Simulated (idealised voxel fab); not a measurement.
Process module in this document: voxel transistor to metal
Each square cell in cross-section cut measures 5 nm, and the section as a whole is 210 nm wide.
A cross-section is a grid of square cells, given in bands from the top down. A band is one or more rows of cells.
Basically the band line says how high the top is and how high the bottom is, in nm, and then what's in it from left to right, every material with its width in nm. Empty space shows up as "empty", and if a single material carries "edge to edge" it runs the full band edge to edge.
The level at which height equals 0 is the one under which the wafer, as it arrives, is entirely one material. No lower edge exists for the bottom band, which continues downward and is notated as in "0 down".
Top row gets the first number, bottom row gets the second, and each row in between changes by the same step: that is how a band width like "30->40" works.
The cross-section has no changed cell in any step marked "no alteration".
The label "Closed void inventory" introduces a list of the empty spaces, 8 cells or larger, that have no open way up to the top; each entry in it reads width x height at distance, where the distance is taken from the left edge and all three are stated in nm.
On each step's line, the part that comes after the settings is the simulator's own comment on the step.
overlay nm, on a step with a mask: how far to the right of its planned place the mask lay; to the left if negative
# List of planned process steps
1) RECEIVE [material Si]
2) OXIDIZE [depth nm 5]
3) CONFORMAL_DEP [material SiN] [thk nm 10]
4) DIRECTIONAL_DEP [material aC] [thk nm 10]
5) PATTERN [tone cover] [mask id ACTIVE] [material resist] [width nm 85] [thk nm 30] [overlay nm 0]
6) DIRECTIONAL_ETCH [etch materials aC] [depth nm 10]
7) STRIP [etch materials resist]
8) DIRECTIONAL_ETCH [etch materials SiN] [depth nm 10]
9) DIRECTIONAL_ETCH [etch materials SiO2] [depth nm 5]
10) DIRECTIONAL_ETCH [etch materials Si] [depth nm 25]
11) STRIP [etch materials aC]
12) OXIDIZE [depth nm 5]
13) FILL_DEP [material SiO2] [thk nm 15]
14) CMP [height nm 10]
15) SELECTIVE_ETCH [etch materials SiO2] [depth nm 5]
16) STRIP [etch materials SiN]
17) SELECTIVE_ETCH [etch materials SiO2] [depth nm 5]
18) OXIDIZE [depth nm 5]
19) DIRECTIONAL_DEP [material polySi] [thk nm 25]
20) DIRECTIONAL_DEP [material SiCN] [thk nm 10]
21) DIRECTIONAL_DEP [material aC] [thk nm 15]
22) PATTERN [tone cover] [mask id GATE] [material resist] [width nm 15] [thk nm 35] [overlay nm 0]
23) DIRECTIONAL_ETCH [etch materials aC] [depth nm 15]
24) STRIP [etch materials resist]
25) DIRECTIONAL_ETCH [etch materials SiCN] [depth nm 20]
26) DIRECTIONAL_ETCH [etch materials polySi] [depth nm 35]
27) STRIP [etch materials aC]
28) CONFORMAL_DEP [material SiO2] [thk nm 5]
29) DIRECTIONAL_ETCH [etch materials SiO2] [depth nm 5]
30) CONFORMAL_DEP [material SiN] [thk nm 5]
31) DIRECTIONAL_ETCH [etch materials SiN] [depth nm 5]
32) DIRECTIONAL_ETCH [etch materials SiO2] [depth nm 5]
33) EPI [material pSi] [thk nm 5]
34) FILL_DEP [material SiO2] [thk nm 10]
35) CMP [height nm 30]
36) DIRECTIONAL_DEP [material SiO2] [thk nm 15]
37) PATTERN [tone open] [mask id CONTACT] [material resist] [width nm 25] [pitch nm 50] [thk nm 20] [overlay nm 0]
38) DIRECTIONAL_ETCH [etch materials SiO2] [depth nm 50]
39) STRIP [etch materials resist]
40) CONFORMAL_DEP [material TiN] [thk nm 5]
41) FILL_DEP [material W] [thk nm 5]
42) CMP [height nm 45]
43) CONFORMAL_DEP [material SiN] [thk nm 5]
44) DIRECTIONAL_DEP [material lowk] [thk nm 25]
45) DIRECTIONAL_DEP [material aC] [thk nm 10]
46) PATTERN [tone open] [mask id METAL_1] [material resist] [width nm 15] [pitch nm 60] [thk nm 25] [overlay nm 0]
47) DIRECTIONAL_ETCH [etch materials aC] [depth nm 10]
48) STRIP [etch materials resist]
49) DIRECTIONAL_ETCH [etch materials lowk] [depth nm 25]
50) DIRECTIONAL_ETCH [etch materials SiN] [depth nm 5]
51) STRIP [etch materials aC]
52) CONFORMAL_DEP [material TiN] [thk nm 5]
53) FILL_DEP [material W] [thk nm 10]
54) CMP [height nm 75]
55) CONFORMAL_DEP [material SiCN] [thk nm 5]
56) DIRECTIONAL_DEP [material lowk] [thk nm 35]
57) PATTERN [tone open] [mask id METAL_2] [material resist] [width nm 15] [pitch nm 60] [thk nm 20] [overlay nm 0]
58) DIRECTIONAL_ETCH [etch materials lowk] [depth nm 20]
59) STRIP [etch materials resist]
60) PATTERN [tone open] [mask id METAL_2_HOLES] [material resist] [width nm 15] [pitch nm 60] [thk nm 15] [overlay nm 0]
61) DIRECTIONAL_ETCH [etch materials lowk] [depth nm 15]
62) DIRECTIONAL_ETCH [etch materials SiCN] [depth nm 5]
63) STRIP [etch materials resist]
64) CONFORMAL_DEP [material TiN] [thk nm 5]
65) FILL_DEP [material Cu] [thk nm 5]
66) CMP [height nm 115]
67) CONFORMAL_DEP [material SiN] [thk nm 5]
# What follows covers the first of two wafers; it ran as planned
# Cross-section of the wafer upon arrival, representing the state reached after step 1
- 0 down = Si edge to edge
- Closed void inventory: none
# The following cross-section depicts the wafer upon completion of step 2
- 0 to -5 = SiO2 edge to edge
- Anything lower than -5 is untouched.
# The following cross-section depicts the wafer upon completion of step 3
- 10 to 0 = SiN edge to edge
- Anything lower than 0 is untouched.
# The following cross-section depicts the wafer upon completion of step 4
- 20 to 10 = aC edge to edge
- Anything lower than 10 is untouched.
# The following cross-section depicts the wafer upon completion of step 5
- 50 to 20 = empty (60); resist (85); empty (65)
- Anything lower than 20 is untouched.
# The following cross-section depicts the wafer upon completion of step 6
- 40 to 20 = empty (60); resist (85); empty (65)
- 20 to 10 = empty (60); aC (85); empty (65)
- Anything lower than 10 is untouched.
# The following cross-section depicts the wafer upon completion of step 7
- 20 to 10 = empty (60); aC (85); empty (65)
- Anything lower than 10 is untouched.
# The following cross-section depicts the wafer upon completion of step 8
- 20 to 10 = empty (60); aC (85); empty (65)
- 10 to 0 = empty (60); SiN (85); empty (65)
- Anything lower than 0 is untouched.
# The following cross-section depicts the wafer upon completion of step 9
- 20 to 10 = empty (60); aC (85); empty (65)
- 10 to 0 = empty (60); SiN (85); empty (65)
- 0 to -5 = empty (60); SiO2 (85); empty (65)
- Anything lower than -5 is untouched.
# The following cross-section depicts the wafer upon completion of step 10
- 20 to 10 = empty (60); aC (85); empty (65)
- 10 to 0 = empty (60); SiN (85); empty (65)
- 0 to -5 = empty (60); SiO2 (85); empty (65)
- -5 to -30 = empty (60); Si (85); empty (65)
- Anything lower than -30 is untouched.
# The following cross-section depicts the wafer upon completion of step 11
- 10 to 0 = empty (60); SiN (85); empty (65)
- Anything lower than 0 is untouched.
# The following cross-section depicts the wafer upon completion of step 12
- 10 to 0 = empty (60); SiN (85); empty (65)
- 0 to -5 = empty (60); SiO2 (85); empty (65)
- -5 to -30 = empty (60); SiO2 (5); Si (75); SiO2 (5); empty (65)
- -30 to -35 = SiO2 (65); Si (75); SiO2 (70)
- Anything lower than -35 is untouched.
# The following cross-section depicts the wafer upon completion of step 13
- 25 to 10 = SiO2 edge to edge
- 10 to 0 = SiO2 (60); SiN (85); SiO2 (65)
- 0 to -5 = SiO2 edge to edge
- -5 to -35 = SiO2 (65); Si (75); SiO2 (70)
- Anything lower than -35 is untouched.
# The following cross-section depicts the wafer upon completion of step 14
- 10 to 0 = SiO2 (60); SiN (85); SiO2 (65)
- Anything lower than 0 is untouched.
# The following cross-section depicts the wafer upon completion of step 15
- 10 to 5 = empty (60); SiN (85); empty (65)
- Anything lower than 5 is untouched.
# The following cross-section depicts the wafer upon completion of step 16
- 5 to 0 = SiO2 (60); empty (85); SiO2 (65)
- Anything lower than 0 is untouched.
# The following cross-section depicts the wafer upon completion of step 17
- 0 to -5 = SiO2 (55); empty (95); SiO2 (60)
- Anything lower than -5 is untouched.
# The following cross-section depicts the wafer upon completion of step 18
- 0 to -5 = SiO2 (55); empty (95); SiO2 (60)
- -5 to -10 = SiO2 edge to edge
- Anything lower than -10 is untouched.
# The following cross-section depicts the wafer upon completion of step 19
- 25 to 20 = polySi (55); empty (95); polySi (60)
- 20 to 0 = polySi edge to edge
- 0 to -5 = SiO2 (55); polySi (95); SiO2 (60)
- Anything lower than -5 is untouched.
# The following cross-section depicts the wafer upon completion of step 20
- 35 to 30 = SiCN (55); empty (95); SiCN (60)
- 30 to 25 = SiCN edge to edge
- 25 to 20 = polySi (55); SiCN (95); polySi (60)
- Anything lower than 20 is untouched.
# The following cross-section depicts the wafer upon completion of step 21
- 50 to 45 = aC (55); empty (95); aC (60)
- 45 to 35 = aC edge to edge
- 35 to 30 = SiCN (55); aC (95); SiCN (60)
- Anything lower than 30 is untouched.
# The following cross-section depicts the wafer upon completion of step 22
- 85 to 50 = empty (95); resist (15); empty (100)
- 50 to 45 = aC (55); empty (40); resist (15); empty (40); aC (60)
- Anything lower than 45 is untouched.
# The following cross-section depicts the wafer upon completion of step 23
- 70 to 45 = empty (95); resist (15); empty (100)
- 45 to 35 = empty (95); aC (15); empty (100)
- 35 to 30 = SiCN (55); empty (40); aC (15); empty (40); SiCN (60)
- Anything lower than 30 is untouched.
# The following cross-section depicts the wafer upon completion of step 24
- 45 to 35 = empty (95); aC (15); empty (100)
- Anything lower than 35 is untouched.
# The following cross-section depicts the wafer upon completion of step 25
- 45 to 30 = empty (95); aC (15); empty (100)
- 30 to 25 = empty (95); SiCN (15); empty (100)
- 25 to 20 = polySi (55); empty (40); SiCN (15); empty (40); polySi (60)
- Anything lower than 20 is untouched.
# The following cross-section depicts the wafer upon completion of step 26
- 45 to 30 = empty (95); aC (15); empty (100)
- 30 to 20 = empty (95); SiCN (15); empty (100)
- 20 to 0 = empty (95); polySi (15); empty (100)
- 0 to -5 = SiO2 (55); empty (40); polySi (15); empty (40); SiO2 (60)
- Anything lower than -5 is untouched.
# The following cross-section depicts the wafer upon completion of step 27
- 30 to 20 = empty (95); SiCN (15); empty (100)
- Anything lower than 20 is untouched.
# The following cross-section depicts the wafer upon completion of step 28
- 35 to 30 = empty (90); SiO2 (25); empty (95)
- 30 to 20 = empty (90); SiO2 (5); SiCN (15); SiO2 (5); empty (95)
- 20 to 5 = empty (90); SiO2 (5); polySi (15); SiO2 (5); empty (95)
- 5 to 0 = SiO2 (60); empty (30); SiO2 (5); polySi (15); SiO2 (5); empty (30); SiO2 (65)
- 0 to -5 = SiO2 (95); polySi (15); SiO2 (100)
- Anything lower than -5 is untouched.
# The following cross-section depicts the wafer upon completion of step 29
- 30 to 20 = empty (90); SiO2 (5); SiCN (15); SiO2 (5); empty (95)
- 20 to 0 = empty (90); SiO2 (5); polySi (15); SiO2 (5); empty (95)
- 0 to -5 = SiO2 (60); empty (30); SiO2 (5); polySi (15); SiO2 (5); empty (30); SiO2 (65)
- Anything lower than -5 is untouched.
# The following cross-section depicts the wafer upon completion of step 30
- 35 to 30 = empty (85); SiN (35); empty (90)
- 30 to 20 = empty (85); SiN (5); SiO2 (5); SiCN (15); SiO2 (5); SiN (5); empty (90)
- 20 to 5 = empty (85); SiN (5); SiO2 (5); polySi (15); SiO2 (5); SiN (5); empty (90)
- 5 to 0 = SiN (65); empty (20); SiN (5); SiO2 (5); polySi (15); SiO2 (5); SiN (5); empty (20); SiN (70)
- 0 to -5 = SiO2 (60); SiN (30); SiO2 (5); polySi (15); SiO2 (5); SiN (30); SiO2 (65)
- Anything lower than -5 is untouched.
# The following cross-section depicts the wafer upon completion of step 31
- 30 to 20 = empty (85); SiN (5); SiO2 (5); SiCN (15); SiO2 (5); SiN (5); empty (90)
- 20 to 0 = empty (85); SiN (5); SiO2 (5); polySi (15); SiO2 (5); SiN (5); empty (90)
- 0 to -5 = SiO2 (60); SiN (5); empty (20); SiN (5); SiO2 (5); polySi (15); SiO2 (5); SiN (5); empty (20); SiN (5); SiO2 (65)
- Anything lower than -5 is untouched.
# The following cross-section depicts the wafer upon completion of step 32
- 30 to 25 = empty (85); SiN (5); empty (5); SiCN (15); empty (5); SiN (5); empty (90)
- 25 to 20 = empty (85); SiN (5); SiO2 (5); SiCN (15); SiO2 (5); SiN (5); empty (90)
- 20 to 0 = empty (85); SiN (5); SiO2 (5); polySi (15); SiO2 (5); SiN (5); empty (90)
- 0 to -5 = empty (60); SiN (5); empty (20); SiN (5); SiO2 (5); polySi (15); SiO2 (5); SiN (5); empty (20); SiN (5); empty (65)
- -5 to -10 = SiO2 (65); empty (20); SiO2 (35); empty (20); SiO2 (70)
- Anything lower than -10 is untouched.
# The following cross-section depicts the wafer upon completion of step 33
- 30 to 25 = empty (85); SiN (5); empty (5); SiCN (15); empty (5); SiN (5); empty (90)
- 25 to 20 = empty (85); SiN (5); SiO2 (5); SiCN (15); SiO2 (5); SiN (5); empty (90)
- 20 to 0 = empty (85); SiN (5); SiO2 (5); polySi (15); SiO2 (5); SiN (5); empty (90)
- 0 to -5 = empty (60); SiN (5); empty (20); SiN (5); SiO2 (5); polySi (15); SiO2 (5); SiN (5); empty (20); SiN (5); empty (65)
- -5 to -10 = SiO2 (65); pSi (20); SiO2 (35); pSi (20); SiO2 (70)
- Anything lower than -10 is untouched.
# The following cross-section depicts the wafer upon completion of step 34
- 40 to 30 = SiO2 edge to edge
- 30 to 20 = SiO2 (85); SiN (5); SiO2 (5); SiCN (15); SiO2 (5); SiN (5); SiO2 (90)
- 20 to 0 = SiO2 (85); SiN (5); SiO2 (5); polySi (15); SiO2 (5); SiN (5); SiO2 (90)
- 0 to -5 = SiO2 (60); SiN (5); SiO2 (20); SiN (5); SiO2 (5); polySi (15); SiO2 (5); SiN (5); SiO2 (20); SiN (5); SiO2 (65)
- Anything lower than -5 is untouched.
# The following cross-section depicts the wafer upon completion of step 35
- 30 to 20 = SiO2 (85); SiN (5); SiO2 (5); SiCN (15); SiO2 (5); SiN (5); SiO2 (90)
- Anything lower than 20 is untouched.
# The following cross-section depicts the wafer upon completion of step 36
- 45 to 30 = SiO2 edge to edge
- Anything lower than 30 is untouched.
# The following cross-section depicts the wafer upon completion of step 37
- 65 to 45 = resist (65); empty (25); resist (25); empty (25); resist (70)
- Anything lower than 45 is untouched.
# The following cross-section depicts the wafer upon completion of step 38
- 65 to 45 = resist (65); empty (25); resist (25); empty (25); resist (70)
- 45 to 30 = SiO2 (65); empty (25); SiO2 (25); empty (25); SiO2 (70)
- 30 to 20 = SiO2 (65); empty (20); SiN (5); SiO2 (5); SiCN (15); SiO2 (5); SiN (5); empty (20); SiO2 (70)
- 20 to 0 = SiO2 (65); empty (20); SiN (5); SiO2 (5); polySi (15); SiO2 (5); SiN (5); empty (20); SiO2 (70)
- 0 to -5 = SiO2 (60); SiN (5); empty (20); SiN (5); SiO2 (5); polySi (15); SiO2 (5); SiN (5); empty (20); SiN (5); SiO2 (65)
- Anything lower than -5 is untouched.
# The following cross-section depicts the wafer upon completion of step 39
- 45 to 30 = SiO2 (65); empty (25); SiO2 (25); empty (25); SiO2 (70)
- Anything lower than 30 is untouched.
# The following cross-section depicts the wafer upon completion of step 40
- 50 to 45 = TiN (70); empty (15); TiN (35); empty (15); TiN (75)
- 45 to 35 = SiO2 (65); TiN (5); empty (15); TiN (5); SiO2 (25); TiN (5); empty (15); TiN (5); SiO2 (70)
- 35 to 30 = SiO2 (65); TiN (5); empty (10); TiN (10); SiO2 (25); TiN (10); empty (10); TiN (5); SiO2 (70)
- 30 to 20 = SiO2 (65); TiN (5); empty (10); TiN (5); SiN (5); SiO2 (5); SiCN (15); SiO2 (5); SiN (5); TiN (5); empty (10); TiN (5); SiO2 (70)
- 20 to 0 = SiO2 (65); TiN (5); empty (10); TiN (5); SiN (5); SiO2 (5); polySi (15); SiO2 (5); SiN (5); TiN (5); empty (10); TiN (5); SiO2 (70)
- 0 to -5 = SiO2 (60); SiN (5); TiN (20); SiN (5); SiO2 (5); polySi (15); SiO2 (5); SiN (5); TiN (20); SiN (5); SiO2 (65)
- Anything lower than -5 is untouched.
# The following cross-section depicts the wafer upon completion of step 41
- 55 to 50 = W edge to edge
- 50 to 45 = TiN (70); W (15); TiN (35); W (15); TiN (75)
- 45 to 35 = SiO2 (65); TiN (5); W (15); TiN (5); SiO2 (25); TiN (5); W (15); TiN (5); SiO2 (70)
- 35 to 30 = SiO2 (65); TiN (5); W (10); TiN (10); SiO2 (25); TiN (10); W (10); TiN (5); SiO2 (70)
- 30 to 20 = SiO2 (65); TiN (5); W (10); TiN (5); SiN (5); SiO2 (5); SiCN (15); SiO2 (5); SiN (5); TiN (5); W (10); TiN (5); SiO2 (70)
- 20 to 0 = SiO2 (65); TiN (5); W (10); TiN (5); SiN (5); SiO2 (5); polySi (15); SiO2 (5); SiN (5); TiN (5); W (10); TiN (5); SiO2 (70)
- Anything lower than 0 is untouched.
# The following cross-section depicts the wafer upon completion of step 42
- 45 to 35 = SiO2 (65); TiN (5); W (15); TiN (5); SiO2 (25); TiN (5); W (15); TiN (5); SiO2 (70)
- Anything lower than 35 is untouched.
# The following cross-section depicts the wafer upon completion of step 43
- 50 to 45 = SiN edge to edge
- Anything lower than 45 is untouched.
# The following cross-section depicts the wafer upon completion of step 44
- 75 to 50 = lowk edge to edge
- Anything lower than 50 is untouched.
# The following cross-section depicts the wafer upon completion of step 45
- 85 to 75 = aC edge to edge
- Anything lower than 75 is untouched.
# The following cross-section depicts the wafer upon completion of step 46
- 110 to 85 = resist (65); empty (15); resist (45); empty (15); resist (70)
- Anything lower than 85 is untouched.
# The following cross-section depicts the wafer upon completion of step 47
- 100 to 85 = resist (65); empty (15); resist (45); empty (15); resist (70)
- 85 to 75 = aC (65); empty (15); aC (45); empty (15); aC (70)
- Anything lower than 75 is untouched.
# The following cross-section depicts the wafer upon completion of step 48
- 85 to 75 = aC (65); empty (15); aC (45); empty (15); aC (70)
- Anything lower than 75 is untouched.
# The following cross-section depicts the wafer upon completion of step 49
- 85 to 75 = aC (65); empty (15); aC (45); empty (15); aC (70)
- 75 to 50 = lowk (65); empty (15); lowk (45); empty (15); lowk (70)
- Anything lower than 50 is untouched.
# The following cross-section depicts the wafer upon completion of step 50
- 85 to 75 = aC (65); empty (15); aC (45); empty (15); aC (70)
- 75 to 50 = lowk (65); empty (15); lowk (45); empty (15); lowk (70)
- 50 to 45 = SiN (65); empty (15); SiN (45); empty (15); SiN (70)
- Anything lower than 45 is untouched.
# The following cross-section depicts the wafer upon completion of step 51
- 75 to 50 = lowk (65); empty (15); lowk (45); empty (15); lowk (70)
- Anything lower than 50 is untouched.
# The following cross-section depicts the wafer upon completion of step 52
- 80 to 75 = TiN (70); empty (5); TiN (55); empty (5); TiN (75)
- 75 to 50 = lowk (65); TiN (5); empty (5); TiN (5); lowk (45); TiN (5); empty (5); TiN (5); lowk (70)
- 50 to 45 = SiN (65); TiN (15); SiN (45); TiN (15); SiN (70)
- Anything lower than 45 is untouched.
# The following cross-section depicts the wafer upon completion of step 53
- 90 to 80 = W edge to edge
- 80 to 75 = TiN (70); W (5); TiN (55); W (5); TiN (75)
- 75 to 50 = lowk (65); TiN (5); W (5); TiN (5); lowk (45); TiN (5); W (5); TiN (5); lowk (70)
- Anything lower than 50 is untouched.
# The following cross-section depicts the wafer upon completion of step 54
- 75 to 50 = lowk (65); TiN (5); W (5); TiN (5); lowk (45); TiN (5); W (5); TiN (5); lowk (70)
- Anything lower than 50 is untouched.
# The following cross-section depicts the wafer upon completion of step 55
- 80 to 75 = SiCN edge to edge
- Anything lower than 75 is untouched.
# The following cross-section depicts the wafer upon completion of step 56
- 115 to 80 = lowk edge to edge
- Anything lower than 80 is untouched.
# The following cross-section depicts the wafer upon completion of step 57
- 135 to 115 = resist (65); empty (15); resist (45); empty (15); resist (70)
- Anything lower than 115 is untouched.
# The following cross-section depicts the wafer upon completion of step 58
- 135 to 115 = resist (65); empty (15); resist (45); empty (15); resist (70)
- 115 to 95 = lowk (65); empty (15); lowk (45); empty (15); lowk (70)
- Anything lower than 95 is untouched.
# The following cross-section depicts the wafer upon completion of step 59
- 115 to 95 = lowk (65); empty (15); lowk (45); empty (15); lowk (70)
- Anything lower than 95 is untouched.
# The following cross-section depicts the wafer upon completion of step 60
- 130 to 115 = resist (65); empty (15); resist (45); empty (15); resist (70)
- Anything lower than 115 is untouched.
# The following cross-section depicts the wafer upon completion of step 61
- 130 to 115 = resist (65); empty (15); resist (45); empty (15); resist (70)
- 115 to 80 = lowk (65); empty (15); lowk (45); empty (15); lowk (70)
- Anything lower than 80 is untouched.
# The following cross-section depicts the wafer upon completion of step 62
- 130 to 115 = resist (65); empty (15); resist (45); empty (15); resist (70)
- 115 to 80 = lowk (65); empty (15); lowk (45); empty (15); lowk (70)
- 80 to 75 = SiCN (65); empty (15); SiCN (45); empty (15); SiCN (70)
- Anything lower than 75 is untouched.
# The following cross-section depicts the wafer upon completion of step 63
- 115 to 80 = lowk (65); empty (15); lowk (45); empty (15); lowk (70)
- Anything lower than 80 is untouched.
# The following cross-section depicts the wafer upon completion of step 64
- 120 to 115 = TiN (70); empty (5); TiN (55); empty (5); TiN (75)
- 115 to 80 = lowk (65); TiN (5); empty (5); TiN (5); lowk (45); TiN (5); empty (5); TiN (5); lowk (70)
- 80 to 75 = SiCN (65); TiN (15); SiCN (45); TiN (15); SiCN (70)
- Anything lower than 75 is untouched.
# The following cross-section depicts the wafer upon completion of step 65
- 125 to 120 = Cu edge to edge
- 120 to 115 = TiN (70); Cu (5); TiN (55); Cu (5); TiN (75)
- 115 to 80 = lowk (65); TiN (5); Cu (5); TiN (5); lowk (45); TiN (5); Cu (5); TiN (5); lowk (70)
- Anything lower than 80 is untouched.
# The following cross-section depicts the wafer upon completion of step 66
- 115 to 80 = lowk (65); TiN (5); Cu (5); TiN (5); lowk (45); TiN (5); Cu (5); TiN (5); lowk (70)
- Anything lower than 80 is untouched.
# The following cross-section depicts the wafer upon completion of step 67
- 120 to 115 = SiN edge to edge
- Anything lower than 115 is untouched.
# The remaining wafer, second of the two, started like the first and was run to the same plan, except that one mistake was made along the way; the two coincide through step 65, inclusive
# Second wafer, cut view, end of step 66 per plan
- 120 to 115 = TiN (70); Cu (5); TiN (55); Cu (5); TiN (75)
- Anything lower than 115 is untouched.
# Second wafer, cut view, end of step 67 per plan
- 125 to 120 = SiN edge to edge
- Anything lower than 120 is untouched.
Misprocessing identified: step 66 changed vs plan, executed as CMP [height nm 120]
Cell-count delta at end, second wafer over first, by material: Cu +2 | TiN +40
